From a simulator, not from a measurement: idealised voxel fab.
The name of this process module is voxel spacer lines.
It is cross-section cut that appears here, measuring 245 nm in width, its square cells being 5 nm in size.
Notation: cross-section as square-cell grid; stated in bands, top first, going down; one or more cell rows per band.
Heights first: top, then bottom, in nm. Then materials, left to right, each with a width in nm. "throughout" on a single material: fills the band edge to edge. "blank": empty space.
Beneath 0, the wafer as received is one material, and that level is where height counting begins. The lowest band goes on downward without a bottom; it is written like "top 0, no bottom".
Think of "30 to 40" as a width that walks from the first number to the second as you go down the band, top row to bottom row, taking equal-sized steps from row to row.
For the purposes of this document, the phrase "everything unchanged" attached to a step denotes that no cell within the cross-section was modified by that step.
Entry "Trapped void list". Content: empty spaces with no open connection to the top, size 8 cells or greater. Each: width x height at distance. Distance: from left edge. Unit: nm.
What comes after the settings on a step's line is commentary from the simulator itself on that step.
overlay nm: for a step with a mask, the amount by which the mask lay right of where it was planned; a negative amount means left of it.
These are the steps we planned for the process:
| 1 | RECEIVE,material Si |
| 2 | CONFORMAL_DEP,material Al2O3,thk nm 10 |
| 3 | DIRECTIONAL_DEP,material SiN,thk nm 20 |
| 4 | DIRECTIONAL_DEP,material aC,thk nm 20 |
| 5 | PATTERN,tone cover,mask id MANDREL,material resist,width nm 25,pitch nm 70,thk nm 30,overlay nm 0 |
| 6 | DIRECTIONAL_ETCH,etch materials aC,depth nm 20 |
| 7 | STRIP,etch materials resist |
| 8 | CONFORMAL_DEP,material SiO2,thk nm 10 |
| 9 | DIRECTIONAL_ETCH,etch materials SiO2,depth nm 10 |
| 10 | STRIP,etch materials aC |
| 11 | DIRECTIONAL_ETCH,etch materials SiN,depth nm 20 |
| 12 | STRIP,etch materials SiO2 |
Received-state cross-section, reflecting completion of step 1:
top 0, no bottom: Si throughout
Trapped void list: none
Cross-sectional view of the first of the two wafers upon completion of the module, processed in accordance with the plan:
top 30, bottom 10: blank: 65  SiN: 10  blank: 25  SiN: 10  blank: 25  SiN: 10  blank: 25  SiN: 10  blank: 65
top 10, bottom 0: Al2O3 throughout
top 0, no bottom: Si throughout
Trapped void list: none
Cross-sectional view: second of two wafers, end of module; start and plan identical to the first, one mistake in running:
top 30, bottom 10: blank: 60  SiN: 10  blank: 25  SiN: 10  blank: 25  SiN: 10  blank: 25  SiN: 10  blank: 70
top 10, bottom 0: Al2O3 throughout
top 0, no bottom: Si throughout
Trapped void list: none
Plan not followed: step 5 was run on a setting that differed from the plan, and what really ran there is PATTERN,tone cover,mask id MANDREL,material resist,width nm 25,pitch nm 70,thk nm 30,overlay nm -5
Comparing end states, the material composition by cell count is preserved from the first wafer to the second, while the locations of the cells are not.
